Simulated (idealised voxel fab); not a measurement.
Process module under the name voxel wiring stack
Displayed cross-section: cut, width of 295 nm, square cells sized 5 nm.
This document writes a cross-section as a grid whose cells are square, and gives it as bands, listed from the top down; one or more rows of cells form a band. What a band's entry tells you: where the top is and where the bottom is, as heights in nm, and after that what lies inside, material by material from left to right, each with its width in nm. Empty space is written as the word "empty", and a single material marked with the word "all across" occupies the band from edge to edge. Below 0: as-received wafer, all one material; heights counted from there. Lowest band: no bottom, goes on down, written "top 0, no bottom". The expression "30 to 40" gives the width at the extremes of the band, the first number at its top row of cells and the second at its bottom row, with the width changing by equal amounts from each row to the next in between. Any step labelled "remained the same" changed none of the cells in the cross-section. Look at "Closed-off voids" for the closed voids: empty spaces with no open path to the top, sized 8 cells or up. Each is width x height at distance, distance from the left edge, all nm. The remark found on a step's line after its settings is issued by the simulator itself and pertains to that step. The setting "overlay nm" may be written on the line of a step. When the step uses a mask, the value reports how far to the right of the planned place the mask lay, and a negative value reports that it lay to the left.

-- List of planned process steps
1. RECEIVE: material Si
2. CONFORMAL_DEP: material SiO2, thk nm 10
3. DIRECTIONAL_DEP: material TiN, thk nm 5
4. DIRECTIONAL_DEP: material Ru, thk nm 25
5. MASKED_ETCH: tone cover, mask id METAL_1, width nm 30, pitch nm 55, etch materials Ru, depth nm 25, overlay nm 0
6. MASKED_ETCH: tone cover, mask id METAL_1, width nm 30, pitch nm 55, etch materials TiN, depth nm 5, overlay nm 0
7. FILL_DEP: material SiO2, thk nm 10
8. CMP: height nm 40
9. CONFORMAL_DEP: material SiCN, thk nm 5
10. DIRECTIONAL_DEP: material lowk, thk nm 20
11. PATTERN: tone open, mask id PLUG_1, material resist, width nm 15, pitch nm 110, thk nm 20, overlay nm 0
12. DIRECTIONAL_ETCH: etch materials lowk, depth nm 20
13. DIRECTIONAL_ETCH: etch materials SiCN, depth nm 5
14. STRIP: etch materials resist
15. EPI: material Ru, thk nm 10
16. EPI: material Ru, thk nm 10
17. EPI: material Ru, thk nm 5
18. DIRECTIONAL_DEP: material TiN, thk nm 5
19. DIRECTIONAL_DEP: material W, thk nm 20
20. DIRECTIONAL_DEP: material aC, thk nm 15
21. PATTERN: tone cover, mask id METAL_2, material resist, width nm 30, pitch nm 55, thk nm 35, overlay nm 0
22. DIRECTIONAL_ETCH: etch materials aC, depth nm 15
23. STRIP: etch materials resist
24. DIRECTIONAL_ETCH: etch materials W, depth nm 20
25. DIRECTIONAL_ETCH: etch materials TiN, depth nm 5
26. STRIP: etch materials aC
27. FILL_DEP: material SiO2, thk nm 5
28. CMP: height nm 90
29. CONFORMAL_DEP: material SiCN, thk nm 5

-- Shown in cross-section is the wafer as received, that is, as it stands after step 1
> top 0, no bottom  Si all across
> Closed-off voids: none

-- One mistake in running the module, otherwise start and plan as above: cross-section at the end
> top 95, bottom 90  SiCN all across
> top 90, bottom 70  SiO2: 75, W: 30, SiO2: 25, W: 30, SiO2: 25, W: 30, SiO2: 80
> top 70, bottom 65  SiO2: 75, TiN: 30, SiO2: 25, TiN: 30, SiO2: 25, TiN: 30, SiO2: 80
> top 65, bottom 45  lowk: 75, Ru: 15, lowk: 95, Ru: 15, lowk: 95
> top 45, bottom 40  SiCN: 75, Ru: 15, SiCN: 95, Ru: 15, SiCN: 95
> top 40, bottom 15  SiO2: 70, Ru: 30, SiO2: 25, Ru: 30, SiO2: 25, Ru: 30, SiO2: 85
> top 15, bottom 10  SiO2: 70, TiN: 35, SiO2: 20, TiN: 35, SiO2: 20, TiN: 35, SiO2: 80
> top 10, bottom 0  SiO2 all across
> top 0, no bottom  Si all across
> Closed-off voids: none
Against the plan, the run slipped here: heads up, step 5 didn't go per plan, it actually ran as MASKED_ETCH: tone cover, mask id METAL_1, width nm 30, pitch nm 55, etch materials Ru, depth nm 25, overlay nm -5
